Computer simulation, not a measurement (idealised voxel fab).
Name of the process module below: voxel self aligned contacts
The cross-section shown here is cut; it is 240 nm wide and divided into square cells measuring 5 nm on a side.
A cross-section is a grid of square cells, given in bands from the top down. A band is one or more rows of cells. Top, bottom (nm), then materials left to right with widths (nm); lone material tagged "full width" fills the whole band edge to edge; "air" = empty space. Height is counted from the level 0, under which the received wafer is composed throughout of one material. The lowest of the bands is not closed at the bottom but continues downward, in the notation "z 0 and below". A width such as "30->40" changes by the same amount from each row of cells to the next, from the band's top row to its bottom row. "all unchanged" (step): cross-section cells unchanged, all of them. Closed-off voids of 8+ cells (no open route to the top) go in "Enclosed void catalog", written width x height at distance from the left edge, in nm. Anything after a step's settings on that line? It's the simulator's own note about the step. overlay nm: mask right of planned place by this much (step with mask). Neg. = left.
THESE ARE THE STEPS WE PLANNED FOR THE PROCESS
1. RECEIVE (material Si)
2. CONFORMAL_DEP (material SiO2; thk nm 5)
3. DIRECTIONAL_DEP (material polySi; thk nm 20)
4. DIRECTIONAL_DEP (material SiN; thk nm 20)
5. MASKED_ETCH (tone cover; mask id GATE; width nm 25; pitch nm 65; etch materials SiN; depth nm 20; overlay nm 0)
6. MASKED_ETCH (tone cover; mask id GATE; width nm 25; pitch nm 65; etch materials polySi; depth nm 20; overlay nm 0)
7. CONFORMAL_DEP (material SiN; thk nm 10)
8. DIRECTIONAL_ETCH (etch materials SiN; depth nm 10)
9. FILL_DEP (material SiO2; thk nm 10)
10. CMP (height nm 50)
11. DIRECTIONAL_DEP (material aC; thk nm 15)
12. PATTERN (tone open; mask id CONTACT; material resist; width nm 50; pitch nm 65; thk nm 30; overlay nm 0)
13. DIRECTIONAL_ETCH (etch materials aC; depth nm 15)
14. STRIP (etch materials resist)
15. DIRECTIONAL_ETCH (etch materials SiO2; depth nm 40)
16. STRIP (etch materials aC)
17. CONFORMAL_DEP (material TiN; thk nm 5)
18. FILL_DEP (material Ru; thk nm 10)
19. CMP (height nm 50)
20. CONFORMAL_DEP (material SiN; thk nm 5)
The depth nm used in step 15 is not the same on every wafer, whereas the starting condition is; the value printed in the plan is the first wafer's.
CROSS-SECTION, FIRST OF SEVERAL WAFERS, AS DELIVERED AFTER STEP 1
  z 0 and below  Si full width
  Enclosed void catalog: none
TABLE: WAFERS, A ROW EACH; END-OF-MODULE CELL CHANGE PER MATERIAL SINCE RECEIPT, GAIN (+), LOSS (-); THEN CLOSED VOIDS
depth nm 40 | +28 Ru | +204 SiN | +188 SiO2 | +48 TiN | +60 polySi | Enclosed void catalog: none
depth nm 45 | +32 Ru | +204 SiN | +180 SiO2 | +52 TiN | +60 polySi | Enclosed void catalog: none
depth nm 50 | +36 Ru | +204 SiN | +172 SiO2 | +56 TiN | +60 polySi | Enclosed void catalog: none
depth nm 55 | +36 Ru | +204 SiN | +172 SiO2 | +56 TiN | +60 polySi | Enclosed void catalog: none
depth nm 60 | +36 Ru | +204 SiN | +172 SiO2 | +56 TiN | +60 polySi | Enclosed void catalog: none
depth nm 65 | +36 Ru | +204 SiN | +172 SiO2 | +56 TiN | +60 polySi | Enclosed void catalog: none
